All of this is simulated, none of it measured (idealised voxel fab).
voxel self aligned vias: a process module
295 nm wide, 5 nm square cells: that's cross-section cut.
For the purposes of this document, a cross-section shall be understood as a grid of square cells, specified as bands listed in top-to-bottom order, each band consisting of one or more rows of cells. The band entry comprises the height of the band's top followed by the height of its bottom, expressed in nm, and subsequently the band's materials from left to right, each stated together with its width in nm. Where a single material is marked with the word "all across", that material fills the band from edge to edge. The word "empty" represents empty space. It should be noted that heights are counted from 0, beneath which the wafer as supplied is of one material throughout, and that the lowest band possesses no lower boundary but continues downward, as written in "from 0 down". A two-number width, for instance "30..40", indicates that the width is equal to the first number in the top row of the band and to the second number in the bottom row, and that it changes by a constant amount per row of cells. Where a step carries "remained unchanged", the cross-section came out of it unchanged, cell for cell. "Closed empty spaces" contains a list of empty spaces, each no smaller than 8 cells and without an open way to the top, written in the form width x height at distance with the distance from the left edge and all three in nm. If you see something after the settings on a step's line, that's the simulator's own remark about that step. overlay nm: for a step with a mask, the amount by which the mask lay right of where it was planned; a negative amount means left of it.

[The process steps that were planned are listed below]
1. RECEIVE [material Si]
2. CONFORMAL_DEP [material SiO2] [thk nm 10]
3. CONFORMAL_DEP [material SiCN] [thk nm 5]
4. DIRECTIONAL_DEP [material SiO2] [thk nm 20]
5. MASKED_ETCH [tone open] [mask id LINES] [width nm 25] [pitch nm 55] [etch materials SiO2] [depth nm 20] [overlay nm 0]
6. CONFORMAL_DEP [material TiN] [thk nm 5]
7. FILL_DEP [material Ru] [thk nm 5]
8. CMP [height nm 35]
9. SELECTIVE_ETCH [etch materials W Ru TiN] [depth nm 5]
10. FILL_DEP [material SiN] [thk nm 10]
11. CMP [height nm 35]
12. DIRECTIONAL_DEP [material SiO2] [thk nm 15]
13. DIRECTIONAL_DEP [material aC] [thk nm 15]
14. PATTERN [tone open] [mask id VIAS] [material resist] [width nm 35] [pitch nm 55] [thk nm 35] [overlay nm 0]
15. DIRECTIONAL_ETCH [etch materials aC] [depth nm 15]
16. STRIP [etch materials resist]
17. DIRECTIONAL_ETCH [etch materials SiO2] [depth nm 15]
18. DIRECTIONAL_ETCH [etch materials SiN] [depth nm 5]
19. STRIP [etch materials aC]
20. CONFORMAL_DEP [material TiN] [thk nm 5]
21. FILL_DEP [material Ru] [thk nm 10]
22. CMP [height nm 50]
23. CONFORMAL_DEP [material SiN] [thk nm 5]

[On the first of the two wafers: run conducted according to plan]

[Cross-section: wafer on arrival = after step 1]
  from 0 down  Si all across
  Closed empty spaces: none

[Cross-section: wafer state after step 2]
  from 10 to 0  SiO2 all across
  All layers under 0 are left as they were.

[Cross-section: wafer state after step 3]
  from 15 to 10  SiCN all across
  All layers under 10 are left as they were.

[Cross-section: wafer state after step 4]
  from 35 to 15  SiO2 all across
  All layers under 15 are left as they were.

[Cross-section: wafer state after step 5]
  from 35 to 15  105 of SiO2, 25 of empty, 30 of SiO2, 25 of empty, 110 of SiO2
  All layers under 15 are left as they were.

[Cross-section: wafer state after step 6]
  from 40 to 35  110 of TiN, 15 of empty, 40 of TiN, 15 of empty, 115 of TiN
  from 35 to 20  105 of SiO2, 5 of TiN, 15 of empty, 5 of TiN, 30 of SiO2, 5 of TiN, 15 of empty, 5 of TiN, 110 of SiO2
  from 20 to 15  105 of SiO2, 25 of TiN, 30 of SiO2, 25 of TiN, 110 of SiO2
  All layers under 15 are left as they were.

[Cross-section: wafer state after step 7]
  from 45 to 40  Ru all across
  from 40 to 35  110 of TiN, 15 of Ru, 40 of TiN, 15 of Ru, 115 of TiN
  from 35 to 20  105 of SiO2, 5 of TiN, 15 of Ru, 5 of TiN, 30 of SiO2, 5 of TiN, 15 of Ru, 5 of TiN, 110 of SiO2
  All layers under 20 are left as they were.

[Cross-section: wafer state after step 8]
  from 35 to 20  105 of SiO2, 5 of TiN, 15 of Ru, 5 of TiN, 30 of SiO2, 5 of TiN, 15 of Ru, 5 of TiN, 110 of SiO2
  All layers under 20 are left as they were.

[Cross-section: wafer state after step 9]
  from 35 to 30  105 of SiO2, 25 of empty, 30 of SiO2, 25 of empty, 110 of SiO2
  All layers under 30 are left as they were.

[Cross-section: wafer state after step 10]
  from 45 to 35  SiN all across
  from 35 to 30  105 of SiO2, 25 of SiN, 30 of SiO2, 25 of SiN, 110 of SiO2
  All layers under 30 are left as they were.

[Cross-section: wafer state after step 11]
  from 35 to 30  105 of SiO2, 25 of SiN, 30 of SiO2, 25 of SiN, 110 of SiO2
  All layers under 30 are left as they were.

[Cross-section: wafer state after step 12]
  from 50 to 35  SiO2 all across
  All layers under 35 are left as they were.

[Cross-section: wafer state after step 13]
  from 65 to 50  aC all across
  All layers under 50 are left as they were.

[Cross-section: wafer state after step 14]
  from 100 to 65  100 of resist, 35 of empty, 20 of resist, 35 of empty, 105 of resist
  All layers under 65 are left as they were.

[Cross-section: wafer state after step 15]
  from 85 to 65  100 of resist, 35 of empty, 20 of resist, 35 of empty, 105 of resist
  from 65 to 50  100 of aC, 35 of empty, 20 of aC, 35 of empty, 105 of aC
  All layers under 50 are left as they were.

[Cross-section: wafer state after step 16]
  from 65 to 50  100 of aC, 35 of empty, 20 of aC, 35 of empty, 105 of aC
  All layers under 50 are left as they were.

[Cross-section: wafer state after step 17]
  from 65 to 50  100 of aC, 35 of empty, 20 of aC, 35 of empty, 105 of aC
  from 50 to 35  100 of SiO2, 35 of empty, 20 of SiO2, 35 of empty, 105 of SiO2
  All layers under 35 are left as they were.

[Cross-section: wafer state after step 18]
  from 65 to 50  100 of aC, 35 of empty, 20 of aC, 35 of empty, 105 of aC
  from 50 to 35  100 of SiO2, 35 of empty, 20 of SiO2, 35 of empty, 105 of SiO2
  from 35 to 30  105 of SiO2, 25 of empty, 30 of SiO2, 25 of empty, 110 of SiO2
  All layers under 30 are left as they were.

[Cross-section: wafer state after step 19]
  from 50 to 35  100 of SiO2, 35 of empty, 20 of SiO2, 35 of empty, 105 of SiO2
  All layers under 35 are left as they were.

[Cross-section: wafer state after step 20]
  from 55 to 50  105 of TiN, 25 of empty, 30 of TiN, 25 of empty, 110 of TiN
  from 50 to 40  100 of SiO2, 5 of TiN, 25 of empty, 5 of TiN, 20 of SiO2, 5 of TiN, 25 of empty, 5 of TiN, 105 of SiO2
  from 40 to 35  100 of SiO2, 10 of TiN, 15 of empty, 10 of TiN, 20 of SiO2, 10 of TiN, 15 of empty, 10 of TiN, 105 of SiO2
  from 35 to 30  105 of SiO2, 25 of TiN, 30 of SiO2, 25 of TiN, 110 of SiO2
  All layers under 30 are left as they were.

[Cross-section: wafer state after step 21]
  from 65 to 55  Ru all across
  from 55 to 50  105 of TiN, 25 of Ru, 30 of TiN, 25 of Ru, 110 of TiN
  from 50 to 40  100 of SiO2, 5 of TiN, 25 of Ru, 5 of TiN, 20 of SiO2, 5 of TiN, 25 of Ru, 5 of TiN, 105 of SiO2
  from 40 to 35  100 of SiO2, 10 of TiN, 15 of Ru, 10 of TiN, 20 of SiO2, 10 of TiN, 15 of Ru, 10 of TiN, 105 of SiO2
  All layers under 35 are left as they were.

[Cross-section: wafer state after step 22]
  from 50 to 40  100 of SiO2, 5 of TiN, 25 of Ru, 5 of TiN, 20 of SiO2, 5 of TiN, 25 of Ru, 5 of TiN, 105 of SiO2
  All layers under 40 are left as they were.

[Cross-section: wafer state after step 23]
  from 55 to 50  SiN all across
  All layers under 50 are left as they were.

[Second wafer, same starting state and plan as the first, one mistake in the run, identical through step 4]

[Second wafer, sectioned view, at step 5's planned end time]
  from 35 to 15  95 of SiO2, 25 of empty, 30 of SiO2, 25 of empty, 120 of SiO2
  All layers under 15 are left as they were.

[Second wafer, sectioned view, at step 6's planned end time]
  from 40 to 35  100 of TiN, 15 of empty, 40 of TiN, 15 of empty, 125 of TiN
  from 35 to 20  95 of SiO2, 5 of TiN, 15 of empty, 5 of TiN, 30 of SiO2, 5 of TiN, 15 of empty, 5 of TiN, 120 of SiO2
  from 20 to 15  95 of SiO2, 25 of TiN, 30 of SiO2, 25 of TiN, 120 of SiO2
  All layers under 15 are left as they were.

[Second wafer, sectioned view, at step 7's planned end time]
  from 45 to 40  Ru all across
  from 40 to 35  100 of TiN, 15 of Ru, 40 of TiN, 15 of Ru, 125 of TiN
  from 35 to 20  95 of SiO2, 5 of TiN, 15 of Ru, 5 of TiN, 30 of SiO2, 5 of TiN, 15 of Ru, 5 of TiN, 120 of SiO2
  All layers under 20 are left as they were.

[Second wafer, sectioned view, at step 8's planned end time]
  from 35 to 20  95 of SiO2, 5 of TiN, 15 of Ru, 5 of TiN, 30 of SiO2, 5 of TiN, 15 of Ru, 5 of TiN, 120 of SiO2
  All layers under 20 are left as they were.

[Second wafer, sectioned view, at step 9's planned end time]
  from 35 to 30  95 of SiO2, 25 of empty, 30 of SiO2, 25 of empty, 120 of SiO2
  All layers under 30 are left as they were.

[Second wafer, sectioned view, at step 10's planned end time]
  from 45 to 35  SiN all across
  from 35 to 30  95 of SiO2, 25 of SiN, 30 of SiO2, 25 of SiN, 120 of SiO2
  All layers under 30 are left as they were.

[Second wafer, sectioned view, at step 11's planned end time]
  from 35 to 30  95 of SiO2, 25 of SiN, 30 of SiO2, 25 of SiN, 120 of SiO2
  All layers under 30 are left as they were.

[Second wafer, sectioned view, at step 12's planned end time]
  from 50 to 35  SiO2 all across
  All layers under 35 are left as they were.

[Second wafer, sectioned view, at step 13's planned end time]
  from 65 to 50  aC all across
  All layers under 50 are left as they were.

[Second wafer, sectioned view, at step 14's planned end time]
  from 100 to 65  100 of resist, 35 of empty, 20 of resist, 35 of empty, 105 of resist
  All layers under 65 are left as they were.

[Second wafer, sectioned view, at step 15's planned end time]
  from 85 to 65  100 of resist, 35 of empty, 20 of resist, 35 of empty, 105 of resist
  from 65 to 50  100 of aC, 35 of empty, 20 of aC, 35 of empty, 105 of aC
  All layers under 50 are left as they were.

[Second wafer, sectioned view, at step 16's planned end time]
  from 65 to 50  100 of aC, 35 of empty, 20 of aC, 35 of empty, 105 of aC
  All layers under 50 are left as they were.

[Second wafer, sectioned view, at step 17's planned end time]
  from 65 to 50  100 of aC, 35 of empty, 20 of aC, 35 of empty, 105 of aC
  from 50 to 35  100 of SiO2, 35 of empty, 20 of SiO2, 35 of empty, 105 of SiO2
  All layers under 35 are left as they were.

[Second wafer, sectioned view, at step 18's planned end time]
  from 65 to 50  100 of aC, 35 of empty, 20 of aC, 35 of empty, 105 of aC
  from 50 to 35  100 of SiO2, 35 of empty, 20 of SiO2, 35 of empty, 105 of SiO2
  from 35 to 30  95 of SiO2, 5 of SiN, 20 of empty, 30 of SiO2, 5 of SiN, 20 of empty, 120 of SiO2
  All layers under 30 are left as they were.

[Second wafer, sectioned view, at step 19's planned end time]
  from 50 to 35  100 of SiO2, 35 of empty, 20 of SiO2, 35 of empty, 105 of SiO2
  All layers under 35 are left as they were.

[Second wafer, sectioned view, at step 20's planned end time]
  from 55 to 50  105 of TiN, 25 of empty, 30 of TiN, 25 of empty, 110 of TiN
  from 50 to 40  100 of SiO2, 5 of TiN, 25 of empty, 5 of TiN, 20 of SiO2, 5 of TiN, 25 of empty, 5 of TiN, 105 of SiO2
  from 40 to 35  100 of SiO2, 5 of TiN, 10 of empty, 20 of TiN, 20 of SiO2, 5 of TiN, 10 of empty, 20 of TiN, 105 of SiO2
  from 35 to 30  95 of SiO2, 5 of SiN, 20 of TiN, 30 of SiO2, 5 of SiN, 20 of TiN, 120 of SiO2
  All layers under 30 are left as they were.

[Second wafer, sectioned view, at step 21's planned end time]
  from 65 to 55  Ru all across
  from 55 to 50  105 of TiN, 25 of Ru, 30 of TiN, 25 of Ru, 110 of TiN
  from 50 to 40  100 of SiO2, 5 of TiN, 25 of Ru, 5 of TiN, 20 of SiO2, 5 of TiN, 25 of Ru, 5 of TiN, 105 of SiO2
  from 40 to 35  100 of SiO2, 5 of TiN, 10 of Ru, 20 of TiN, 20 of SiO2, 5 of TiN, 10 of Ru, 20 of TiN, 105 of SiO2
  All layers under 35 are left as they were.

[Second wafer, sectioned view, at step 22's planned end time]
  from 50 to 40  100 of SiO2, 5 of TiN, 25 of Ru, 5 of TiN, 20 of SiO2, 5 of TiN, 25 of Ru, 5 of TiN, 105 of SiO2
  All layers under 40 are left as they were.

[Second wafer, sectioned view, at step 23's planned end time]
  from 55 to 50  SiN all across
  All layers under 50 are left as they were.
Plan not followed: the process deviated at step 5: the operation and settings actually run there were MASKED_ETCH [tone open] [mask id LINES] [width nm 25] [pitch nm 55] [etch materials SiO2] [depth nm 20] [overlay nm -10]
It is noted that, at the conclusion of processing, the second wafer exhibits a higher or lower cell count for certain materials relative to the first: Ru -2, SiN +2
